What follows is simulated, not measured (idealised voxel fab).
Herein follows the process module entitled voxel fin reveal.
Cross-section cut spans 210 nm and uses square cells 5 nm in size.
Square cells in a grid make up a cross-section in this document, and the grid is given as bands, listed from the top down, each one or more rows of cells.
Look at the band entry: it leads with the top's height and the bottom's height in nm. Then it lists the materials left to right, with a width in nm for each. The word "everywhere" on a single material says that material fills the band edge to edge. The word "empty" is empty space.
All heights in this document are referenced to 0, defined as the level beneath which the wafer, as received, consists entirely of one material. The lowest band is not bounded below; it extends indefinitely downward and is written in the form "0 down".
Width: "30 to 40" (first number = top row, second number = bottom row, same change from row to row of cells).
When a step is marked "remained unchanged", none of the cells in the cross-section changed during that step.
Look at "Enclosed void entries" for the closed voids: empty spaces with no open path to the top, sized 8 cells or up. Each is width x height at distance, distance from the left edge, all nm.
On each step's line, the part that comes after the settings is the simulator's own comment on the step.
Among the settings permitted on a step's line is "overlay nm"; applied to a step with a mask, it specifies the extent to which the mask lay to the right of its planned position, whereas a negative figure signifies a position to the left.
Intended process steps:
step 1: RECEIVE with material Si
step 2: CONFORMAL_DEP with material SiN, thk nm 5
step 3: PATTERN with tone cover, mask id FINS, material resist, width nm 15, pitch nm 45, thk nm 15, overlay nm 0
step 4: DIRECTIONAL_ETCH with etch materials SiN, depth nm 5
step 5: DIRECTIONAL_ETCH with etch materials Si, depth nm 35
step 6: STRIP with etch materials resist
step 7: FILL_DEP with material SiO2, thk nm 15
step 8: CMP with height nm 5
step 9: SELECTIVE_ETCH with etch materials SiO2, depth nm 30
step 10: STRIP with etch materials SiN
step 11: CONFORMAL_DEP with material HfO2, thk nm 5
First of two wafers, processed according to plan:
Step 1 complete: cross-section of the wafer as received:
    0 down | Si everywhere
    Enclosed void entries: none
The wafer in cross-section once step 2 is complete:
    5 to 0 | SiN everywhere
    Below 0 it's all the same as before, nothing changed down there.
The wafer in cross-section once step 3 is complete:
    20 to 5 | empty 50 nm; resist 15 nm; empty 30 nm; resist 15 nm; empty 30 nm; resist 15 nm; empty 55 nm
    Below 5 it's all the same as before, nothing changed down there.
The wafer in cross-section once step 4 is complete:
    20 to 5 | empty 50 nm; resist 15 nm; empty 30 nm; resist 15 nm; empty 30 nm; resist 15 nm; empty 55 nm
    5 to 0 | empty 50 nm; SiN 15 nm; empty 30 nm; SiN 15 nm; empty 30 nm; SiN 15 nm; empty 55 nm
    Below 0 it's all the same as before, nothing changed down there.
The wafer in cross-section once step 5 is complete:
    20 to 5 | empty 50 nm; resist 15 nm; empty 30 nm; resist 15 nm; empty 30 nm; resist 15 nm; empty 55 nm
    5 to 0 | empty 50 nm; SiN 15 nm; empty 30 nm; SiN 15 nm; empty 30 nm; SiN 15 nm; empty 55 nm
    0 to -35 | empty 50 nm; Si 15 nm; empty 30 nm; Si 15 nm; empty 30 nm; Si 15 nm; empty 55 nm
    Below -35 it's all the same as before, nothing changed down there.
The wafer in cross-section once step 6 is complete:
    5 to 0 | empty 50 nm; SiN 15 nm; empty 30 nm; SiN 15 nm; empty 30 nm; SiN 15 nm; empty 55 nm
    Below 0 it's all the same as before, nothing changed down there.
The wafer in cross-section once step 7 is complete:
    20 to 5 | SiO2 everywhere
    5 to 0 | SiO2 50 nm; SiN 15 nm; SiO2 30 nm; SiN 15 nm; SiO2 30 nm; SiN 15 nm; SiO2 55 nm
    0 to -35 | SiO2 50 nm; Si 15 nm; SiO2 30 nm; Si 15 nm; SiO2 30 nm; Si 15 nm; SiO2 55 nm
    Below -35 it's all the same as before, nothing changed down there.
The wafer in cross-section once step 8 is complete:
    5 to 0 | SiO2 50 nm; SiN 15 nm; SiO2 30 nm; SiN 15 nm; SiO2 30 nm; SiN 15 nm; SiO2 55 nm
    Below 0 it's all the same as before, nothing changed down there.
The wafer in cross-section once step 9 is complete:
    5 to 0 | empty 50 nm; SiN 15 nm; empty 30 nm; SiN 15 nm; empty 30 nm; SiN 15 nm; empty 55 nm
    0 to -25 | empty 50 nm; Si 15 nm; empty 30 nm; Si 15 nm; empty 30 nm; Si 15 nm; empty 55 nm
    Below -25 it's all the same as before, nothing changed down there.
The wafer in cross-section once step 10 is complete:
    0 to -25 | empty 50 nm; Si 15 nm; empty 30 nm; Si 15 nm; empty 30 nm; Si 15 nm; empty 55 nm
    Below -25 it's all the same as before, nothing changed down there.
The wafer in cross-section once step 11 is complete:
    5 to 0 | empty 45 nm; HfO2 25 nm; empty 20 nm; HfO2 25 nm; empty 20 nm; HfO2 25 nm; empty 50 nm
    0 to -20 | empty 45 nm; HfO2 5 nm; Si 15 nm; HfO2 5 nm; empty 20 nm; HfO2 5 nm; Si 15 nm; HfO2 5 nm; empty 20 nm; HfO2 5 nm; Si 15 nm; HfO2 5 nm; empty 50 nm
    -20 to -25 | HfO2 50 nm; Si 15 nm; HfO2 30 nm; Si 15 nm; HfO2 30 nm; Si 15 nm; HfO2 55 nm
    Below -25 it's all the same as before, nothing changed down there.
It is to be noted that the second wafer proceeded from the same initial state and according to the same plan as the first, although one mistake was committed in its execution; through step 10, inclusive, the two wafers share an identical history:
What the second wafer looks like in cross-section when step 11 should have wrapped up:
    5 to 0 | empty 45 nm; SiN 25 nm; empty 20 nm; SiN 25 nm; empty 20 nm; SiN 25 nm; empty 50 nm
    0 to -20 | empty 45 nm; SiN 5 nm; Si 15 nm; SiN 5 nm; empty 20 nm; SiN 5 nm; Si 15 nm; SiN 5 nm; empty 20 nm; SiN 5 nm; Si 15 nm; SiN 5 nm; empty 50 nm
    -20 to -25 | SiN 50 nm; Si 15 nm; SiN 30 nm; Si 15 nm; SiN 30 nm; Si 15 nm; SiN 55 nm
    Below -25 it's all the same as before, nothing changed down there.
What broke from the plan during processing? step 11 did not use the planned setting and instead ran as CONFORMAL_DEP with material SiN, thk nm 5
End of process, cell counts, second wafer against first, materials with more or fewer: 72 fewer of HfO2; 72 more of SiN
